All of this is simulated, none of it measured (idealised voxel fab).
Process module name: voxel gate over fins
This is section cut - it's 250 nm across, gridded in 5 nm square cells.
Think of the cross-section as a grid of square cells. We describe it in bands, top to bottom, and each band covers one or more rows of those cells.
Per band: top height and bottom height in nm, followed by the left-to-right materials and their widths in nm; "full width" marks a single material spanning edge to edge, "blank" marks empty space.
Zero point of the height axis is 0; under it, received wafer = one material. Lowest band: continues down indefinitely, "from 0 down".
Per-row width for "30 to 40": begins at first number (top row of band), ends at second number (bottom row), increment between rows held constant.
Where a step carries "same as before", the cross-section came out of it unchanged, cell for cell.
Voids not open to the top, 8 cells minimum: see "Completely sealed voids". Written width x height at distance; distance is from the left edge; nm.
after a step's settings: what the simulator itself notes on the step
If you see "overlay nm" on a step's line and that step has a mask, it's telling you how far right of where it was planned the mask ended up; a negative number means it went left instead.
[This section lists the process steps that were planned]
step 1: RECEIVE: material Si
step 2: CONFORMAL_DEP: material SiN, thk nm 10
step 3: DIRECTIONAL_DEP: material aC, thk nm 15
step 4: PATTERN: tone cover, mask id FINS, material resist, width nm 15, pitch nm 35, thk nm 30, overlay nm 0
step 5: DIRECTIONAL_ETCH: etch materials aC, depth nm 15
step 6: STRIP: etch materials resist
step 7: DIRECTIONAL_ETCH: etch materials SiN, depth nm 10
step 8: DIRECTIONAL_ETCH: etch materials Si, depth nm 40
step 9: STRIP: etch materials aC
step 10: FILL_DEP: material SiO2, thk nm 15
step 11: CMP: height nm 10
step 12: SELECTIVE_ETCH: etch materials SiO2, depth nm 25
step 13: STRIP: etch materials SiN
step 14: CONFORMAL_DEP: material HfO2, thk nm 5
step 15: CONFORMAL_DEP: material TiN, thk nm 5
step 16: CONFORMAL_DEP: material TiAl, thk nm 5
step 17: CONFORMAL_DEP: material TiN, thk nm 5
step 18: FILL_DEP: material W, thk nm 15
step 19: CMP: height nm 30
step 20: CONFORMAL_DEP: material SiN, thk nm 5
[First of two wafers: run as planned]
[Wafer as received: cross-section following step 1]
- from 0 down: Si full width
- Completely sealed voids: none
[Cross-section: wafer state after step 2]
- from 10 to 0: SiN full width
- Heights below 0 show no change.
[Cross-section: wafer state after step 3]
- from 25 to 10: aC full width
- Heights below 10 show no change.
[Cross-section: wafer state after step 4]
- from 55 to 25: 100 nm blank, 15 nm resist, 20 nm blank, 15 nm resist, 100 nm blank
- Heights below 25 show no change.
[Cross-section: wafer state after step 5]
- from 40 to 25: 100 nm blank, 15 nm resist, 20 nm blank, 15 nm resist, 100 nm blank
- from 25 to 10: 100 nm blank, 15 nm aC, 20 nm blank, 15 nm aC, 100 nm blank
- Heights below 10 show no change.
[Cross-section: wafer state after step 6]
- from 25 to 10: 100 nm blank, 15 nm aC, 20 nm blank, 15 nm aC, 100 nm blank
- Heights below 10 show no change.
[Cross-section: wafer state after step 7]
- from 25 to 10: 100 nm blank, 15 nm aC, 20 nm blank, 15 nm aC, 100 nm blank
- from 10 to 0: 100 nm blank, 15 nm SiN, 20 nm blank, 15 nm SiN, 100 nm blank
- Heights below 0 show no change.
[Cross-section: wafer state after step 8]
- from 25 to 10: 100 nm blank, 15 nm aC, 20 nm blank, 15 nm aC, 100 nm blank
- from 10 to 0: 100 nm blank, 15 nm SiN, 20 nm blank, 15 nm SiN, 100 nm blank
- from 0 to -40: 100 nm blank, 15 nm Si, 20 nm blank, 15 nm Si, 100 nm blank
- Heights below -40 show no change.
[Cross-section: wafer state after step 9]
- from 10 to 0: 100 nm blank, 15 nm SiN, 20 nm blank, 15 nm SiN, 100 nm blank
- Heights below 0 show no change.
[Cross-section: wafer state after step 10]
- from 25 to 10: SiO2 full width
- from 10 to 0: 100 nm SiO2, 15 nm SiN, 20 nm SiO2, 15 nm SiN, 100 nm SiO2
- from 0 to -40: 100 nm SiO2, 15 nm Si, 20 nm SiO2, 15 nm Si, 100 nm SiO2
- Heights below -40 show no change.
[Cross-section: wafer state after step 11]
- from 10 to 0: 100 nm SiO2, 15 nm SiN, 20 nm SiO2, 15 nm SiN, 100 nm SiO2
- Heights below 0 show no change.
[Cross-section: wafer state after step 12]
- from 10 to 0: 100 nm blank, 15 nm SiN, 20 nm blank, 15 nm SiN, 100 nm blank
- from 0 to -15: 100 nm blank, 15 nm Si, 20 nm blank, 15 nm Si, 100 nm blank
- Heights below -15 show no change.
[Cross-section: wafer state after step 13]
- from 0 to -15: 100 nm blank, 15 nm Si, 20 nm blank, 15 nm Si, 100 nm blank
- Heights below -15 show no change.
[Cross-section: wafer state after step 14]
- from 5 to 0: 95 nm blank, 25 nm HfO2, 10 nm blank, 25 nm HfO2, 95 nm blank
- from 0 to -10: 95 nm blank, 5 nm HfO2, 15 nm Si, 5 nm HfO2, 10 nm blank, 5 nm HfO2, 15 nm Si, 5 nm HfO2, 95 nm blank
- from -10 to -15: 100 nm HfO2, 15 nm Si, 20 nm HfO2, 15 nm Si, 100 nm HfO2
- Heights below -15 show no change.
[Cross-section: wafer state after step 15]
- from 10 to 5: 90 nm blank, 70 nm TiN, 90 nm blank
- from 5 to 0: 90 nm blank, 5 nm TiN, 25 nm HfO2, 10 nm TiN, 25 nm HfO2, 5 nm TiN, 90 nm blank
- from 0 to -5: 90 nm blank, 5 nm TiN, 5 nm HfO2, 15 nm Si, 5 nm HfO2, 10 nm TiN, 5 nm HfO2, 15 nm Si, 5 nm HfO2, 5 nm TiN, 90 nm blank
- from -5 to -10: 95 nm TiN, 5 nm HfO2, 15 nm Si, 5 nm HfO2, 10 nm TiN, 5 nm HfO2, 15 nm Si, 5 nm HfO2, 95 nm TiN
- Heights below -10 show no change.
[Cross-section: wafer state after step 16]
- from 15 to 10: 85 nm blank, 80 nm TiAl, 85 nm blank
- from 10 to 5: 85 nm blank, 5 nm TiAl, 70 nm TiN, 5 nm TiAl, 85 nm blank
- from 5 to 0: 85 nm blank, 5 nm TiAl, 5 nm TiN, 25 nm HfO2, 10 nm TiN, 25 nm HfO2, 5 nm TiN, 5 nm TiAl, 85 nm blank
- from 0 to -5: 90 nm TiAl, 5 nm TiN, 5 nm HfO2, 15 nm Si, 5 nm HfO2, 10 nm TiN, 5 nm HfO2, 15 nm Si, 5 nm HfO2, 5 nm TiN, 90 nm TiAl
- Heights below -5 show no change.
[Cross-section: wafer state after step 17]
- from 20 to 15: 80 nm blank, 90 nm TiN, 80 nm blank
- from 15 to 10: 80 nm blank, 5 nm TiN, 80 nm TiAl, 5 nm TiN, 80 nm blank
- from 10 to 5: 80 nm blank, 5 nm TiN, 5 nm TiAl, 70 nm TiN, 5 nm TiAl, 5 nm TiN, 80 nm blank
- from 5 to 0: 85 nm TiN, 5 nm TiAl, 5 nm TiN, 25 nm HfO2, 10 nm TiN, 25 nm HfO2, 5 nm TiN, 5 nm TiAl, 85 nm TiN
- Heights below 0 show no change.
[Cross-section: wafer state after step 18]
- from 35 to 20: W full width
- from 20 to 15: 80 nm W, 90 nm TiN, 80 nm W
- from 15 to 10: 80 nm W, 5 nm TiN, 80 nm TiAl, 5 nm TiN, 80 nm W
- from 10 to 5: 80 nm W, 5 nm TiN, 5 nm TiAl, 70 nm TiN, 5 nm TiAl, 5 nm TiN, 80 nm W
- Heights below 5 show no change.
[Cross-section: wafer state after step 19]
- from 30 to 20: W full width
- Heights below 20 show no change.
[Cross-section: wafer state after step 20]
- from 35 to 30: SiN full width
- Heights below 30 show no change.
[Companion wafer, the second of two: same beginning, same intended sequence, one mistake in carrying it out; through step 15 inclusive it tracks the first exactly]
Second wafer at the planned finish of step 16, seen in cross-section: same as before
[Second wafer at the planned finish of step 17, seen in cross-section]
- from 15 to 5: 85 nm blank, 80 nm TiN, 85 nm blank
- from 5 to 0: 85 nm blank, 10 nm TiN, 25 nm HfO2, 10 nm TiN, 25 nm HfO2, 10 nm TiN, 85 nm blank
- from 0 to -10: 95 nm TiN, 5 nm HfO2, 15 nm Si, 5 nm HfO2, 10 nm TiN, 5 nm HfO2, 15 nm Si, 5 nm HfO2, 95 nm TiN
- Heights below -10 show no change.
[Second wafer at the planned finish of step 18, seen in cross-section]
- from 30 to 15: W full width
- from 15 to 5: 85 nm W, 80 nm TiN, 85 nm W
- from 5 to 0: 85 nm W, 10 nm TiN, 25 nm HfO2, 10 nm TiN, 25 nm HfO2, 10 nm TiN, 85 nm W
- Heights below 0 show no change.
Second wafer at the planned finish of step 19, seen in cross-section: same as before
[Second wafer at the planned finish of step 20, seen in cross-section]
- from 35 to 30: SiN full width
- Heights below 30 show no change.
Error vs. plan: step 16 in the plan did not get run; it was skipped
In the final state, the cell counts of the second wafer exceed or fall short of those of the first for the following materials: -56 TiAl; +56 W
